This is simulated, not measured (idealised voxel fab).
process module | voxel capacitor over wiring
cross-section cut | 150 nm wide | cells 5 nm
A cross-section is a grid of square cells, given in bands from the top down. A band is one or more rows of cells.
Each band's line starts with the height of the band's top and of its bottom, in nm. Then come its materials from left to right, each with its width in nm. One material with "throughout" fills the band from edge to edge. "air" is empty space.
Height 0 is the level under which the wafer as received is all one material. The lowest band goes on downwards, as in "0 down".
A width such as "30 to 40" changes by the same amount from each row of cells to the next, from the band's top row to its bottom row.
"no change" after a step means that no cell of the cross-section changed.
closed voids: empty space of 8 cells or more with no open way to the top, each as width x height at its distance from the left edge, in nm
after a step's settings: what the simulator itself notes on the step
overlay nm, on a step with a mask: how far to the right of its planned place the mask lay; to the left if negative
plan
1 op RECEIVE | material Si
2 op CONFORMAL_DEP | material SiO2 | thk nm 15
3 op DIRECTIONAL_DEP | material TiN | thk nm 5
4 op DIRECTIONAL_DEP | material Ru | thk nm 10
5 op MASKED_ETCH | tone cover | mask id METAL_1 | width nm 20 | pitch nm 75 | etch materials Ru | depth nm 15 | overlay nm 0
6 op MASKED_ETCH | tone cover | mask id METAL_1 | width nm 20 | pitch nm 75 | etch materials TiN | depth nm 5 | overlay nm 0
7 op FILL_DEP | material lowk | thk nm 5
8 op CMP | height nm 35
9 op CONFORMAL_DEP | material SiCN | thk nm 5
10 op DIRECTIONAL_DEP | material SiO2 | thk nm 10
11 op DIRECTIONAL_DEP | material aC | thk nm 10
12 op PATTERN | tone open | mask id PLUG_1 | material resist | width nm 15 | thk nm 30 | overlay nm 0
13 op DIRECTIONAL_ETCH | etch materials aC | depth nm 10
14 op STRIP | etch materials resist
15 op DIRECTIONAL_ETCH | etch materials SiO2 | depth nm 10
16 op DIRECTIONAL_ETCH | etch materials SiCN | depth nm 5
17 op STRIP | etch materials aC
18 op EPI | material Ru | thk nm 10
19 op EPI | material Ru | thk nm 5
20 op DIRECTIONAL_DEP | material TiN | thk nm 10
21 op DIRECTIONAL_DEP | material Al2O3 | thk nm 5
22 op DIRECTIONAL_DEP | material TiN | thk nm 5
23 op DIRECTIONAL_DEP | material aC | thk nm 10
24 op PATTERN | tone cover | mask id UPPER_PLATE | material resist | width nm 60 | thk nm 25 | overlay nm 0
25 op DIRECTIONAL_ETCH | etch materials aC | depth nm 10
26 op STRIP | etch materials resist
27 op DIRECTIONAL_ETCH | etch materials TiN | depth nm 5
28 op DIRECTIONAL_ETCH | etch materials Al2O3 | depth nm 5
29 op STRIP | etch materials aC
30 op DIRECTIONAL_DEP | material aC | thk nm 15
31 op PATTERN | tone cover | mask id LOWER_PLATE | material resist | width nm 70 | thk nm 30 | overlay nm 0
32 op DIRECTIONAL_ETCH | etch materials aC | depth nm 15
33 op STRIP | etch materials resist
34 op DIRECTIONAL_ETCH | etch materials TiN | depth nm 10
35 op STRIP | etch materials aC
36 op FILL_DEP | material SiO2 | thk nm 20
37 op CMP | height nm 85
38 op MASKED_ETCH | tone open | mask id PLUG_2 | width nm 15 | etch materials SiO2 | depth nm 15 | overlay nm 0
39 op CONFORMAL_DEP | material TiN | thk nm 5
40 op FILL_DEP | material W | thk nm 10
41 op CMP | height nm 85
42 op CONFORMAL_DEP | material SiN | thk nm 5
varied across the wafers: thk nm of step 4. The plan shows the first wafer's value. All wafers start alike
first wafer as received, after step 1
  0 down: Si throughout
  closed voids: none
first wafer at the end, after step 42
  90 to 85: SiN throughout
  85 to 75: SiO2 40 | TiN 5 | W 5 | TiN 5 | SiO2 95
  75 to 65: SiO2 40 to 45 | TiN 15 to 45 | SiO2 95 to 60
  65 to 60: SiO2 45 | Al2O3 45 | SiO2 60
  60 to 55: SiO2 25 | TiN 5 | SiO2 15 | TiN 50 | SiO2 55
  55 to 50: SiO2 25 | TiN 70 | SiO2 55
  50 to 45: SiO2 30 | Al2O3 15 | SiO2 105
  45 to 40: SiO2 30 | TiN 15 | SiO2 105
  40 to 35: SiCN 30 | TiN 15 | SiCN 105
  35 to 30: lowk throughout
  30 to 20: lowk 25 | Ru 20 | lowk 55 | Ru 20 | lowk 30
  20 to 15: lowk 25 | TiN 20 | lowk 55 | TiN 20 | lowk 30
  15 to 0: SiO2 throughout
  0 down: Si throughout
  closed voids: none
last wafer at the end
  90 to 85: SiN throughout
  85 to 75: SiO2 40 | TiN 5 | W 5 | TiN 5 | SiO2 95
  75 to 65: SiO2 40 to 30 | TiN 15 to 60 | SiO2 95 to 60
  65 to 60: SiO2 30 | Al2O3 60 | SiO2 60
  60 to 50: SiO2 25 | TiN 70 | SiO2 55
  50 to 40: SiO2 30 | Ru 15 | SiO2 105
  40 to 35: SiCN 30 | Ru 15 | SiCN 105
  35 to 20: Ru throughout
  20 to 15: TiN throughout
  15 to 0: SiO2 throughout
  0 down: Si throughout
  closed voids: none
each wafer at the end: cells of each material gained (+) or lost (-) since it was received, then its closed voids
thk nm 10 | +12 Al2O3 | +16 Ru | +27 SiCN | +30 SiN | +302 SiO2 | +55 TiN | +2 W | +96 lowk | closed voids: none
thk nm 15 | +12 Al2O3 | +33 Ru | +27 SiCN | +30 SiN | +293 SiO2 | +55 TiN | +2 W | +88 lowk | closed voids: none
thk nm 20 | +12 Al2O3 | +55 Ru | +27 SiCN | +30 SiN | +293 SiO2 | +77 TiN | +2 W | +44 lowk | closed voids: none
thk nm 25 | +12 Al2O3 | +77 Ru | +27 SiCN | +30 SiN | +293 SiO2 | +77 TiN | +2 W | +22 lowk | closed voids: none
thk nm 30 | +12 Al2O3 | +99 Ru | +27 SiCN | +30 SiN | +293 SiO2 | +77 TiN | +2 W | closed voids: none
